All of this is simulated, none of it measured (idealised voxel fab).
A process module follows: voxel air gaps.
For reference, the cross-section in this document is cut, with width 165 nm and square cells of 5 nm.
Throughout this document, each cross-section is represented as a grid of square cells and is presented as a sequence of bands enumerated from the top downward, where a band comprises one or more rows of cells.
Basically the band line says how high the top is and how high the bottom is, in nm, and then what's in it from left to right, every material with its width in nm. Empty space shows up as "air", and if a single material carries "everywhere" it runs the full band edge to edge.
Counting heights begins at 0, where everything beneath is, in the wafer as received, one material. The lowest band has no bottom; it goes on downwards, as "0..down" shows.
Note: "30 to 40" means the width goes from the first number (top row of the band) to the second number (bottom row) in equal steps per row of cells.
"identical to before" means the step left every cell of the cross-section as it was.
Basically, "Closed cavities" tells you about the enclosed voids: empty spaces with no open way to the top, 8 cells or bigger, each written width x height at distance, where distance is from the left edge, all in nm.
The remark found on a step's line after its settings is issued by the simulator itself and pertains to that step.
The setting "overlay nm" may be written on the line of a step. When the step uses a mask, the value reports how far to the right of the planned place the mask lay, and a negative value reports that it lay to the left.
Pairs from here to the end. Each: cross-section before one process step, cross-section after it, the latter only as far down as the lowest band that changed. Under each: the step between, and its settings. Mind that the pairs may be taken from different runs of this module on the same starting wafer; whether a pair continues from the pair above depends on its entry headed "Pre-step cross-section", and it does only where that entry says so.

-- Pre-step cross-section
	0..down  Si everywhere
	Closed cavities: none

-- Resultant Cross-Section
	15..0  SiO2 everywhere
	Anything lower than 0 is untouched.
	Closed cavities: none
Process step separating the two views above: CONFORMAL_DEP: material SiO2, thk nm 15

Pre-step cross-section: the after view from the pair directly above serves as the before view here.

-- Resultant Cross-Section
	20..15  SiCN everywhere
	Anything lower than 15 is untouched.
	Closed cavities: none
Process step separating the two views above: CONFORMAL_DEP: material SiCN, thk nm 5

Pre-step cross-section: the after view from the pair directly above serves as the before view here.

-- Resultant Cross-Section
	55..20  SiO2 everywhere
	Anything lower than 20 is untouched.
	Closed cavities: none
Process step separating the two views above: DIRECTIONAL_DEP: material SiO2, thk nm 35

Pre-step cross-section: the after view from the pair directly above serves as the before view here.

-- Resultant Cross-Section
	55..20  SiO2 25 / air 20 / SiO2 25 / air 20 / SiO2 25 / air 20 / SiO2 30
	Anything lower than 20 is untouched.
	Closed cavities: none
Process step separating the two views above: MASKED_ETCH: tone open, mask id LINES, width nm 20, pitch nm 45, etch materials SiO2, depth nm 35, overlay nm 0

Pre-step cross-section: the after view from the pair directly above serves as the before view here.

-- Resultant Cross-Section
	60..55  TiN 30 / air 10 / TiN 35 / air 10 / TiN 35 / air 10 / TiN 35
	55..25  SiO2 25 / TiN 5 / air 10 / TiN 5 / SiO2 25 / TiN 5 / air 10 / TiN 5 / SiO2 25 / TiN 5 / air 10 / TiN 5 / SiO2 30
	25..20  SiO2 25 / TiN 20 / SiO2 25 / TiN 20 / SiO2 25 / TiN 20 / SiO2 30
	Anything lower than 20 is untouched.
	Closed cavities: none
Process step separating the two views above: CONFORMAL_DEP: material TiN, thk nm 5

Pre-step cross-section: the after view from the pair directly above serves as the before view here.

-- Resultant Cross-Section
	65..60  Cu everywhere
	60..55  TiN 30 / Cu 10 / TiN 35 / Cu 10 / TiN 35 / Cu 10 / TiN 35
	55..25  SiO2 25 / TiN 5 / Cu 10 / TiN 5 / SiO2 25 / TiN 5 / Cu 10 / TiN 5 / SiO2 25 / TiN 5 / Cu 10 / TiN 5 / SiO2 30
	Anything lower than 25 is untouched.
	Closed cavities: none
Process step separating the two views above: FILL_DEP: material Cu, thk nm 5

Pre-step cross-section: the after view from the pair directly above serves as the before view here.

-- Resultant Cross-Section
	55..25  SiO2 25 / TiN 5 / Cu 10 / TiN 5 / SiO2 25 / TiN 5 / Cu 10 / TiN 5 / SiO2 25 / TiN 5 / Cu 10 / TiN 5 / SiO2 30
	Anything lower than 25 is untouched.
	Closed cavities: none
Process step separating the two views above: CMP: height nm 55

Pre-step cross-section: the after view from the pair directly above serves as the before view here.

-- Resultant Cross-Section
	65..55  air 15 / Ru 40 / air 5 / Ru 40 / air 5 / Ru 40 / air 20
	Anything lower than 55 is untouched.
	Closed cavities: none
Process step separating the two views above: EPI: material Ru, thk nm 10

Pre-step cross-section: the after view from the pair directly above serves as the before view here.

-- Resultant Cross-Section
	65..55  air 15 / Ru 40 / air 5 / Ru 40 / air 5 / Ru 40 / air 20
	55..25  air 25 / TiN 5 / Cu 10 / TiN 5 / air 25 / TiN 5 / Cu 10 / TiN 5 / air 25 / TiN 5 / Cu 10 / TiN 5 / air 30
	25..20  air 25 / TiN 20 / air 25 / TiN 20 / air 25 / TiN 20 / air 30
	Anything lower than 20 is untouched.
	Closed cavities: none
Process step separating the two views above: SELECTIVE_ETCH: etch materials SiO2, depth nm 45

Pre-step cross-section: the after view from the pair directly above serves as the before view here.

-- Resultant Cross-Section
	70..65  air 10 / SiCN 140 / air 15
	65..55  air 10 / SiCN 5 / Ru 40 / SiCN 5 / Ru 40 / SiCN 5 / Ru 40 / SiCN 5 / air 15
	55..50  air 10 / SiCN 15 / TiN 5 / Cu 10 / TiN 5 / SiCN 25 / TiN 5 / Cu 10 / TiN 5 / SiCN 25 / TiN 5 / Cu 10 / TiN 5 / SiCN 15 / air 15
	50..25  air 20 / SiCN 5 / TiN 5 / Cu 10 / TiN 5 / SiCN 5 / air 15 / SiCN 5 / TiN 5 / Cu 10 / TiN 5 / SiCN 5 / air 15 / SiCN 5 / TiN 5 / Cu 10 / TiN 5 / SiCN 5 / air 25
	25..20  SiCN 25 / TiN 20 / SiCN 25 / TiN 20 / SiCN 25 / TiN 20 / SiCN 30
	Anything lower than 20 is untouched.
	Closed cavities: 15 x 25 at 50; 15 x 25 at 95
Process step separating the two views above: CONFORMAL_DEP: material SiCN, thk nm 5

-- Pre-step cross-section
	15..0  SiO2 everywhere
	0..down  Si everywhere
	Closed cavities: none

-- Resultant Cross-Section
	50..0  SiO2 everywhere
	Anything lower than 0 is untouched.
	Closed cavities: none
Process step separating the two views above: DIRECTIONAL_DEP: material SiO2, thk nm 35

Pre-step cross-section: the after view from the pair directly above serves as the before view here.

-- Resultant Cross-Section
	50..15  SiO2 25 / air 20 / SiO2 25 / air 20 / SiO2 25 / air 20 / SiO2 30
	Anything lower than 15 is untouched.
	Closed cavities: none
Process step separating the two views above: MASKED_ETCH: tone open, mask id LINES, width nm 20, pitch nm 45, etch materials SiO2, depth nm 35, overlay nm 0

Pre-step cross-section: the after view from the pair directly above serves as the before view here.

-- Resultant Cross-Section
	55..50  TiN 30 / air 10 / TiN 35 / air 10 / TiN 35 / air 10 / TiN 35
	50..20  SiO2 25 / TiN 5 / air 10 / TiN 5 / SiO2 25 / TiN 5 / air 10 / TiN 5 / SiO2 25 / TiN 5 / air 10 / TiN 5 / SiO2 30
	20..15  SiO2 25 / TiN 20 / SiO2 25 / TiN 20 / SiO2 25 / TiN 20 / SiO2 30
	Anything lower than 15 is untouched.
	Closed cavities: none
Process step separating the two views above: CONFORMAL_DEP: material TiN, thk nm 5

Pre-step cross-section: the after view from the pair directly above serves as the before view here.

-- Resultant Cross-Section
	60..55  Cu everywhere
	55..50  TiN 30 / Cu 10 / TiN 35 / Cu 10 / TiN 35 / Cu 10 / TiN 35
	50..20  SiO2 25 / TiN 5 / Cu 10 / TiN 5 / SiO2 25 / TiN 5 / Cu 10 / TiN 5 / SiO2 25 / TiN 5 / Cu 10 / TiN 5 / SiO2 30
	Anything lower than 20 is untouched.
	Closed cavities: none
Process step separating the two views above: FILL_DEP: material Cu, thk nm 5

Pre-step cross-section: the after view from the pair directly above serves as the before view here.

-- Resultant Cross-Section
	55..50  TiN 30 / Cu 10 / TiN 35 / Cu 10 / TiN 35 / Cu 10 / TiN 35
	Anything lower than 50 is untouched.
	Closed cavities: none
Process step separating the two views above: CMP: height nm 55

Pre-step cross-section: the after view from the pair directly above serves as the before view here.

-- Resultant Cross-Section
	65..55  Ru everywhere
	Anything lower than 55 is untouched.
	Closed cavities: none
Process step separating the two views above: EPI: material Ru, thk nm 10

Pre-step cross-section: the after view from the pair directly above serves as the before view here.

-- Resultant Cross-Section
	70..65  SiCN everywhere
	Anything lower than 65 is untouched.
	Closed cavities: none
Process step separating the two views above: CONFORMAL_DEP: material SiCN, thk nm 5

-- Pre-step cross-section
	65..55  air 15 / Ru 40 / air 5 / Ru 40 / air 5 / Ru 40 / air 20
	55..25  SiO2 25 / TiN 5 / Cu 10 / TiN 5 / SiO2 25 / TiN 5 / Cu 10 / TiN 5 / SiO2 25 / TiN 5 / Cu 10 / TiN 5 / SiO2 30
	25..20  SiO2 25 / TiN 20 / SiO2 25 / TiN 20 / SiO2 25 / TiN 20 / SiO2 30
	20..15  SiCN everywhere
	15..0  SiO2 everywhere
	0..down  Si everywhere
	Closed cavities: none

-- Resultant Cross-Section
	75..55  air 5 / Ru 150 / air 10
	Anything lower than 55 is untouched.
	Closed cavities: none
Process step separating the two views above: EPI: material Ru, thk nm 10

Pre-step cross-section: the after view from the pair directly above serves as the before view here.

-- Resultant Cross-Section
	75..55  air 5 / Ru 150 / air 10
	55..25  air 25 / TiN 5 / Cu 10 / TiN 5 / SiO2 25 / TiN 5 / Cu 10 / TiN 5 / SiO2 25 / TiN 5 / Cu 10 / TiN 5 / air 30
	25..20  air 25 / TiN 20 / SiO2 25 / TiN 20 / SiO2 25 / TiN 20 / air 30
	Anything lower than 20 is untouched.
	Closed cavities: none
Process step separating the two views above: SELECTIVE_ETCH: etch materials SiO2, depth nm 45

Pre-step cross-section: the after view from the pair directly above serves as the before view here.

-- Resultant Cross-Section
	80..75  SiCN 160 / air 5
	75..55  SiCN 5 / Ru 150 / SiCN 5 / air 5
	55..50  SiCN 25 / TiN 5 / Cu 10 / TiN 5 / SiO2 25 / TiN 5 / Cu 10 / TiN 5 / SiO2 25 / TiN 5 / Cu 10 / TiN 5 / SiCN 25 / air 5
	50..25  air 20 / SiCN 5 / TiN 5 / Cu 10 / TiN 5 / SiO2 25 / TiN 5 / Cu 10 / TiN 5 / SiO2 25 / TiN 5 / Cu 10 / TiN 5 / SiCN 5 / air 25
	25..20  SiCN 25 / TiN 20 / SiO2 25 / TiN 20 / SiO2 25 / TiN 20 / SiCN 30
	Anything lower than 20 is untouched.
	Closed cavities: 20 x 25 at 0
Process step separating the two views above: CONFORMAL_DEP: material SiCN, thk nm 5

-- Pre-step cross-section
	55..25  SiO2 25 / TiN 5 / Cu 10 / TiN 5 / SiO2 25 / TiN 5 / Cu 10 / TiN 5 / SiO2 25 / TiN 5 / Cu 10 / TiN 5 / SiO2 30
	25..20  SiO2 25 / TiN 20 / SiO2 25 / TiN 20 / SiO2 25 / TiN 20 / SiO2 30
	20..15  SiCN everywhere
	15..0  SiO2 everywhere
	0..down  Si everywhere
	Closed cavities: none

-- Resultant Cross-Section
	55..25  air 25 / TiN 5 / Cu 10 / TiN 5 / air 25 / TiN 5 / Cu 10 / TiN 5 / air 25 / TiN 5 / Cu 10 / TiN 5 / air 30
	25..20  air 25 / TiN 20 / air 25 / TiN 20 / air 25 / TiN 20 / air 30
	Anything lower than 20 is untouched.
	Closed cavities: none
Process step separating the two views above: SELECTIVE_ETCH: etch materials SiO2, depth nm 45

Pre-step cross-section: the after view from the pair directly above serves as the before view here.

-- Resultant Cross-Section
	65..55  air 15 / Ru 40 / air 5 / Ru 40 / air 5 / Ru 40 / air 20
	55..25  air 15 / Ru 10 / TiN 5 / Cu 10 / TiN 5 / Ru 10 / air 5 / Ru 10 / TiN 5 / Cu 10 / TiN 5 / Ru 10 / air 5 / Ru 10 / TiN 5 / Cu 10 / TiN 5 / Ru 10 / air 20
	25..20  air 15 / Ru 10 / TiN 20 / Ru 10 / air 5 / Ru 10 / TiN 20 / Ru 10 / air 5 / Ru 10 / TiN 20 / Ru 10 / air 20
	Anything lower than 20 is untouched.
	Closed cavities: none
Process step separating the two views above: EPI: material Ru, thk nm 10

Pre-step cross-section: the after view from the pair directly above serves as the before view here.

-- Resultant Cross-Section
	70..65  air 10 / SiCN 140 / air 15
	65..55  air 10 / SiCN 5 / Ru 40 / SiCN 5 / Ru 40 / SiCN 5 / Ru 40 / SiCN 5 / air 15
	55..25  air 10 / SiCN 5 / Ru 10 / TiN 5 / Cu 10 / TiN 5 / Ru 10 / SiCN 5 / Ru 10 / TiN 5 / Cu 10 / TiN 5 / Ru 10 / SiCN 5 / Ru 10 / TiN 5 / Cu 10 / TiN 5 / Ru 10 / SiCN 5 / air 15
	25..20  SiCN 15 / Ru 10 / TiN 20 / Ru 10 / SiCN 5 / Ru 10 / TiN 20 / Ru 10 / SiCN 5 / Ru 10 / TiN 20 / Ru 10 / SiCN 20
	Anything lower than 20 is untouched.
	Closed cavities: none
Process step separating the two views above: CONFORMAL_DEP: material SiCN, thk nm 5

-- Pre-step cross-section
	55..25  SiO2 25 / TiN 5 / Cu 10 / TiN 5 / SiO2 25 / TiN 5 / Cu 10 / TiN 5 / SiO2 25 / TiN 5 / Cu 10 / TiN 5 / SiO2 30
	25..20  SiO2 25 / TiN 20 / SiO2 25 / TiN 20 / SiO2 25 / TiN 20 / SiO2 30
	20..15  SiCN everywhere
	15..0  SiO2 everywhere
	0..down  Si everywhere
	Closed cavities: none

-- Resultant Cross-Section
	60..55  air 20 / Ru 30 / air 15 / Ru 30 / air 15 / Ru 30 / air 25
	Anything lower than 55 is untouched.
	Closed cavities: none
Process step separating the two views above: EPI: material Ru, thk nm 5

Pre-step cross-section: the after view from the pair directly above serves as the before view here.

-- Resultant Cross-Section
	60..55  air 20 / Ru 30 / air 15 / Ru 30 / air 15 / Ru 30 / air 25
	55..25  air 25 / TiN 5 / Cu 10 / TiN 5 / air 25 / TiN 5 / Cu 10 / TiN 5 / air 25 / TiN 5 / Cu 10 / TiN 5 / air 30
	25..20  air 25 / TiN 20 / air 25 / TiN 20 / air 25 / TiN 20 / air 30
	Anything lower than 20 is untouched.
	Closed cavities: none
Process step separating the two views above: SELECTIVE_ETCH: etch materials SiO2, depth nm 45

Pre-step cross-section: the after view from the pair directly above serves as the before view here.

-- Resultant Cross-Section
	65..60  air 15 / SiCN 40 / air 5 / SiCN 40 / air 5 / SiCN 40 / air 20
	60..55  air 15 / SiCN 5 / Ru 30 / SiCN 5 / air 5 / SiCN 5 / Ru 30 / SiCN 5 / air 5 / SiCN 5 / Ru 30 / SiCN 5 / air 20
	55..50  air 15 / SiCN 10 / TiN 5 / Cu 10 / TiN 5 / SiCN 10 / air 5 / SiCN 10 / TiN 5 / Cu 10 / TiN 5 / SiCN 10 / air 5 / SiCN 10 / TiN 5 / Cu 10 / TiN 5 / SiCN 10 / air 20
	50..25  air 20 / SiCN 5 / TiN 5 / Cu 10 / TiN 5 / SiCN 5 / air 15 / SiCN 5 / TiN 5 / Cu 10 / TiN 5 / SiCN 5 / air 15 / SiCN 5 / TiN 5 / Cu 10 / TiN 5 / SiCN 5 / air 25
	25..20  SiCN 25 / TiN 20 / SiCN 25 / TiN 20 / SiCN 25 / TiN 20 / SiCN 30
	Anything lower than 20 is untouched.
	Closed cavities: none
Process step separating the two views above: CONFORMAL_DEP: material SiCN, thk nm 5

-- Pre-step cross-section
	55..20  SiO2 everywhere
	20..15  SiCN everywhere
	15..0  SiO2 everywhere
	0..down  Si everywhere
	Closed cavities: none

-- Resultant Cross-Section
	55..20  SiO2 30 / air 15 / SiO2 30 / air 15 / SiO2 30 / air 15 / SiO2 30
	Anything lower than 20 is untouched.
	Closed cavities: none
Process step separating the two views above: MASKED_ETCH: tone open, mask id LINES, width nm 15, pitch nm 45, etch materials SiO2, depth nm 35, overlay nm 0

Pre-step cross-section: the after view from the pair directly above serves as the before view here.

-- Resultant Cross-Section
	60..55  TiN 35 / air 5 / TiN 40 / air 5 / TiN 40 / air 5 / TiN 35
	55..25  SiO2 30 / TiN 5 / air 5 / TiN 5 / SiO2 30 / TiN 5 / air 5 / TiN 5 / SiO2 30 / TiN 5 / air 5 / TiN 5 / SiO2 30
	25..20  SiO2 30 / TiN 15 / SiO2 30 / TiN 15 / SiO2 30 / TiN 15 / SiO2 30
	Anything lower than 20 is untouched.
	Closed cavities: none
Process step separating the two views above: CONFORMAL_DEP: material TiN, thk nm 5

Pre-step cross-section: the after view from the pair directly above serves as the before view here.

-- Resultant Cross-Section
	65..60  Cu everywhere
	60..55  TiN 35 / Cu 5 / TiN 40 / Cu 5 / TiN 40 / Cu 5 / TiN 35
	55..25  SiO2 30 / TiN 5 / Cu 5 / TiN 5 / SiO2 30 / TiN 5 / Cu 5 / TiN 5 / SiO2 30 / TiN 5 / Cu 5 / TiN 5 / SiO2 30
	Anything lower than 25 is untouched.
	Closed cavities: none
Process step separating the two views above: FILL_DEP: material Cu, thk nm 5

Pre-step cross-section: the after view from the pair directly above serves as the before view here.

-- Resultant Cross-Section
	55..25  SiO2 30 / TiN 5 / Cu 5 / TiN 5 / SiO2 30 / TiN 5 / Cu 5 / TiN 5 / SiO2 30 / TiN 5 / Cu 5 / TiN 5 / SiO2 30
	Anything lower than 25 is untouched.
	Closed cavities: none
Process step separating the two views above: CMP: height nm 55

Pre-step cross-section: the after view from the pair directly above serves as the before view here.

-- Resultant Cross-Section
	65..55  air 20 / Ru 35 / air 10 / Ru 35 / air 10 / Ru 35 / air 20
	Anything lower than 55 is untouched.
	Closed cavities: none
Process step separating the two views above: EPI: material Ru, thk nm 10

Pre-step cross-section: the after view from the pair directly above serves as the before view here.

-- Resultant Cross-Section
	65..55  air 20 / Ru 35 / air 10 / Ru 35 / air 10 / Ru 35 / air 20
	55..25  air 30 / TiN 5 / Cu 5 / TiN 5 / air 30 / TiN 5 / Cu 5 / TiN 5 / air 30 / TiN 5 / Cu 5 / TiN 5 / air 30
	25..20  air 30 / TiN 15 / air 30 / TiN 15 / air 30 / TiN 15 / air 30
	Anything lower than 20 is untouched.
	Closed cavities: none
Process step separating the two views above: SELECTIVE_ETCH: etch materials SiO2, depth nm 45

Pre-step cross-section: the after view from the pair directly above serves as the before view here.

-- Resultant Cross-Section
	70..65  air 15 / SiCN 135 / air 15
	65..55  air 15 / SiCN 5 / Ru 35 / SiCN 10 / Ru 35 / SiCN 10 / Ru 35 / SiCN 5 / air 15
	55..50  air 15 / SiCN 15 / TiN 5 / Cu 5 / TiN 5 / SiCN 30 / TiN 5 / Cu 5 / TiN 5 / SiCN 30 / TiN 5 / Cu 5 / TiN 5 / SiCN 15 / air 15
	50..25  air 25 / SiCN 5 / TiN 5 / Cu 5 / TiN 5 / SiCN 5 / air 20 / SiCN 5 / TiN 5 / Cu 5 / TiN 5 / SiCN 5 / air 20 / SiCN 5 / TiN 5 / Cu 5 / TiN 5 / SiCN 5 / air 25
	25..20  SiCN 30 / TiN 15 / SiCN 30 / TiN 15 / SiCN 30 / TiN 15 / SiCN 30
	Anything lower than 20 is untouched.
	Closed cavities: 20 x 25 at 50; 20 x 25 at 95
Process step separating the two views above: CONFORMAL_DEP: material SiCN, thk nm 5

-- Pre-step cross-section
	55..20  SiO2 everywhere
	20..15  SiCN everywhere
	15..0  SiO2 everywhere
	0..down  Si everywhere
	Closed cavities: none

-- Resultant Cross-Section
	55..20  SiO2 35 / air 20 / SiO2 25 / air 20 / SiO2 25 / air 20 / SiO2 20
	Anything lower than 20 is untouched.
	Closed cavities: none
Process step separating the two views above: MASKED_ETCH: tone open, mask id LINES, width nm 20, pitch nm 45, etch materials SiO2, depth nm 35, overlay nm 10

Pre-step cross-section: the after view from the pair directly above serves as the before view here.

-- Resultant Cross-Section
	60..55  TiN 40 / air 10 / TiN 35 / air 10 / TiN 35 / air 10 / TiN 25
	55..25  SiO2 35 / TiN 5 / air 10 / TiN 5 / SiO2 25 / TiN 5 / air 10 / TiN 5 / SiO2 25 / TiN 5 / air 10 / TiN 5 / SiO2 20
	25..20  SiO2 35 / TiN 20 / SiO2 25 / TiN 20 / SiO2 25 / TiN 20 / SiO2 20
	Anything lower than 20 is untouched.
	Closed cavities: none
Process step separating the two views above: CONFORMAL_DEP: material TiN, thk nm 5

Pre-step cross-section: the after view from the pair directly above serves as the before view here.

-- Resultant Cross-Section
	65..60  Cu everywhere
	60..55  TiN 40 / Cu 10 / TiN 35 / Cu 10 / TiN 35 / Cu 10 / TiN 25
	55..25  SiO2 35 / TiN 5 / Cu 10 / TiN 5 / SiO2 25 / TiN 5 / Cu 10 / TiN 5 / SiO2 25 / TiN 5 / Cu 10 / TiN 5 / SiO2 20
	Anything lower than 25 is untouched.
	Closed cavities: none
Process step separating the two views above: FILL_DEP: material Cu, thk nm 5

Pre-step cross-section: the after view from the pair directly above serves as the before view here.

-- Resultant Cross-Section
	55..25  SiO2 35 / TiN 5 / Cu 10 / TiN 5 / SiO2 25 / TiN 5 / Cu 10 / TiN 5 / SiO2 25 / TiN 5 / Cu 10 / TiN 5 / SiO2 20
	Anything lower than 25 is untouched.
	Closed cavities: none
Process step separating the two views above: CMP: height nm 55

Pre-step cross-section: the after view from the pair directly above serves as the before view here.

-- Resultant Cross-Section
	65..55  air 25 / Ru 40 / air 5 / Ru 40 / air 5 / Ru 40 / air 10
	Anything lower than 55 is untouched.
	Closed cavities: none
Process step separating the two views above: EPI: material Ru, thk nm 10

Pre-step cross-section: the after view from the pair directly above serves as the before view here.

-- Resultant Cross-Section
	65..55  air 25 / Ru 40 / air 5 / Ru 40 / air 5 / Ru 40 / air 10
	55..25  air 35 / TiN 5 / Cu 10 / TiN 5 / air 25 / TiN 5 / Cu 10 / TiN 5 / air 25 / TiN 5 / Cu 10 / TiN 5 / air 20
	25..20  air 35 / TiN 20 / air 25 / TiN 20 / air 25 / TiN 20 / air 20
	Anything lower than 20 is untouched.
	Closed cavities: none
Process step separating the two views above: SELECTIVE_ETCH: etch materials SiO2, depth nm 45

Pre-step cross-section: the after view from the pair directly above serves as the before view here.

-- Resultant Cross-Section
	70..65  air 20 / SiCN 140 / air 5
	65..55  air 20 / SiCN 5 / Ru 40 / SiCN 5 / Ru 40 / SiCN 5 / Ru 40 / SiCN 5 / air 5
	55..50  air 20 / SiCN 15 / TiN 5 / Cu 10 / TiN 5 / SiCN 25 / TiN 5 / Cu 10 / TiN 5 / SiCN 25 / TiN 5 / Cu 10 / TiN 5 / SiCN 15 / air 5
	50..25  air 30 / SiCN 5 / TiN 5 / Cu 10 / TiN 5 / SiCN 5 / air 15 / SiCN 5 / TiN 5 / Cu 10 / TiN 5 / SiCN 5 / air 15 / SiCN 5 / TiN 5 / Cu 10 / TiN 5 / SiCN 5 / air 15
	25..20  SiCN 35 / TiN 20 / SiCN 25 / TiN 20 / SiCN 25 / TiN 20 / SiCN 20
	Anything lower than 20 is untouched.
	Closed cavities: 15 x 25 at 60; 15 x 25 at 105
Process step separating the two views above: CONFORMAL_DEP: material SiCN, thk nm 5

-- Pre-step cross-section
	0..down  Si everywhere
	Closed cavities: none

-- Resultant Cross-Section
	15..0  TiN everywhere
	Anything lower than 0 is untouched.
	Closed cavities: none
Process step separating the two views above: CONFORMAL_DEP: material TiN, thk nm 15

Pre-step cross-section: the after view from the pair directly above serves as the before view here.

-- Resultant Cross-Section
	20..15  SiCN everywhere
	Anything lower than 15 is untouched.
	Closed cavities: none
Process step separating the two views above: CONFORMAL_DEP: material SiCN, thk nm 5

Pre-step cross-section: the after view from the pair directly above serves as the before view here.

-- Resultant Cross-Section
	55..20  SiO2 everywhere
	Anything lower than 20 is untouched.
	Closed cavities: none
Process step separating the two views above: DIRECTIONAL_DEP: material SiO2, thk nm 35

Pre-step cross-section: the after view from the pair directly above serves as the before view here.

-- Resultant Cross-Section
	55..20  SiO2 25 / air 20 / SiO2 25 / air 20 / SiO2 25 / air 20 / SiO2 30
	Anything lower than 20 is untouched.
	Closed cavities: none
Process step separating the two views above: MASKED_ETCH: tone open, mask id LINES, width nm 20, pitch nm 45, etch materials SiO2, depth nm 35, overlay nm 0

Pre-step cross-section: the after view from the pair directly above serves as the before view here.

-- Resultant Cross-Section
	60..55  TiN 30 / air 10 / TiN 35 / air 10 / TiN 35 / air 10 / TiN 35
	55..25  SiO2 25 / TiN 5 / air 10 / TiN 5 / SiO2 25 / TiN 5 / air 10 / TiN 5 / SiO2 25 / TiN 5 / air 10 / TiN 5 / SiO2 30
	25..20  SiO2 25 / TiN 20 / SiO2 25 / TiN 20 / SiO2 25 / TiN 20 / SiO2 30
	Anything lower than 20 is untouched.
	Closed cavities: none
Process step separating the two views above: CONFORMAL_DEP: material TiN, thk nm 5

Pre-step cross-section: the after view from the pair directly above serves as the before view here.

-- Resultant Cross-Section
	65..60  Cu everywhere
	60..55  TiN 30 / Cu 10 / TiN 35 / Cu 10 / TiN 35 / Cu 10 / TiN 35
	55..25  SiO2 25 / TiN 5 / Cu 10 / TiN 5 / SiO2 25 / TiN 5 / Cu 10 / TiN 5 / SiO2 25 / TiN 5 / Cu 10 / TiN 5 / SiO2 30
	Anything lower than 25 is untouched.
	Closed cavities: none
Process step separating the two views above: FILL_DEP: material Cu, thk nm 5

Pre-step cross-section: the after view from the pair directly above serves as the before view here.

-- Resultant Cross-Section
	55..25  SiO2 25 / TiN 5 / Cu 10 / TiN 5 / SiO2 25 / TiN 5 / Cu 10 / TiN 5 / SiO2 25 / TiN 5 / Cu 10 / TiN 5 / SiO2 30
	Anything lower than 25 is untouched.
	Closed cavities: none
Process step separating the two views above: CMP: height nm 55

Pre-step cross-section: the after view from the pair directly above serves as the before view here.

-- Resultant Cross-Section
	65..55  air 15 / Ru 40 / air 5 / Ru 40 / air 5 / Ru 40 / air 20
	Anything lower than 55 is untouched.
	Closed cavities: none
Process step separating the two views above: EPI: material Ru, thk nm 10

Pre-step cross-section: the after view from the pair directly above serves as the before view here.

-- Resultant Cross-Section
	65..55  air 15 / Ru 40 / air 5 / Ru 40 / air 5 / Ru 40 / air 20
	55..25  air 25 / TiN 5 / Cu 10 / TiN 5 / air 25 / TiN 5 / Cu 10 / TiN 5 / air 25 / TiN 5 / Cu 10 / TiN 5 / air 30
	25..20  air 25 / TiN 20 / air 25 / TiN 20 / air 25 / TiN 20 / air 30
	Anything lower than 20 is untouched.
	Closed cavities: none
Process step separating the two views above: SELECTIVE_ETCH: etch materials SiO2, depth nm 45

Pre-step cross-section: the after view from the pair directly above serves as the before view here.

-- Resultant Cross-Section
	70..65  air 10 / SiCN 140 / air 15
	65..55  air 10 / SiCN 5 / Ru 40 / SiCN 5 / Ru 40 / SiCN 5 / Ru 40 / SiCN 5 / air 15
	55..50  air 10 / SiCN 15 / TiN 5 / Cu 10 / TiN 5 / SiCN 25 / TiN 5 / Cu 10 / TiN 5 / SiCN 25 / TiN 5 / Cu 10 / TiN 5 / SiCN 15 / air 15
	50..25  air 20 / SiCN 5 / TiN 5 / Cu 10 / TiN 5 / SiCN 5 / air 15 / SiCN 5 / TiN 5 / Cu 10 / TiN 5 / SiCN 5 / air 15 / SiCN 5 / TiN 5 / Cu 10 / TiN 5 / SiCN 5 / air 25
	25..20  SiCN 25 / TiN 20 / SiCN 25 / TiN 20 / SiCN 25 / TiN 20 / SiCN 30
	Anything lower than 20 is untouched.
	Closed cavities: 15 x 25 at 50; 15 x 25 at 95
Process step separating the two views above: CONFORMAL_DEP: material SiCN, thk nm 5

-- Pre-step cross-section
	55..20  SiO2 everywhere
	20..15  SiCN everywhere
	15..0  SiO2 everywhere
	0..down  Si everywhere
	Closed cavities: none

-- Resultant Cross-Section
	55..20  air 25 / SiO2 20 / air 25 / SiO2 20 / air 25 / SiO2 20 / air 30
	Anything lower than 20 is untouched.
	Closed cavities: none
Process step separating the two views above: MASKED_ETCH: tone cover, mask id LINES, width nm 20, pitch nm 45, etch materials SiO2, depth nm 35, overlay nm 0

Pre-step cross-section: the after view from the pair directly above serves as the before view here.

-- Resultant Cross-Section
	60..55  air 20 / TiN 30 / air 15 / TiN 30 / air 15 / TiN 30 / air 25
	55..25  air 20 / TiN 5 / SiO2 20 / TiN 5 / air 15 / TiN 5 / SiO2 20 / TiN 5 / air 15 / TiN 5 / SiO2 20 / TiN 5 / air 25
	25..20  TiN 25 / SiO2 20 / TiN 25 / SiO2 20 / TiN 25 / SiO2 20 / TiN 30
	Anything lower than 20 is untouched.
	Closed cavities: none
Process step separating the two views above: CONFORMAL_DEP: material TiN, thk nm 5

Pre-step cross-section: the after view from the pair directly above serves as the before view here.

-- Resultant Cross-Section
	65..60  Cu everywhere
	60..55  Cu 20 / TiN 30 / Cu 15 / TiN 30 / Cu 15 / TiN 30 / Cu 25
	55..25  Cu 20 / TiN 5 / SiO2 20 / TiN 5 / Cu 15 / TiN 5 / SiO2 20 / TiN 5 / Cu 15 / TiN 5 / SiO2 20 / TiN 5 / Cu 25
	Anything lower than 25 is untouched.
	Closed cavities: none
Process step separating the two views above: FILL_DEP: material Cu, thk nm 5

Pre-step cross-section: the after view from the pair directly above serves as the before view here.

-- Resultant Cross-Section
	55..25  Cu 20 / TiN 5 / SiO2 20 / TiN 5 / Cu 15 / TiN 5 / SiO2 20 / TiN 5 / Cu 15 / TiN 5 / SiO2 20 / TiN 5 / Cu 25
	Anything lower than 25 is untouched.
	Closed cavities: none
Process step separating the two views above: CMP: height nm 55

Pre-step cross-section: the after view from the pair directly above serves as the before view here.

-- Resultant Cross-Section
	65..55  Ru everywhere
	Anything lower than 55 is untouched.
	Closed cavities: none
Process step separating the two views above: EPI: material Ru, thk nm 10

Pre-step cross-section: the after view from the pair directly above serves as the before view here.

-- Resultant Cross-Section
	70..65  SiCN everywhere
	Anything lower than 65 is untouched.
	Closed cavities: none
Process step separating the two views above: CONFORMAL_DEP: material SiCN, thk nm 5
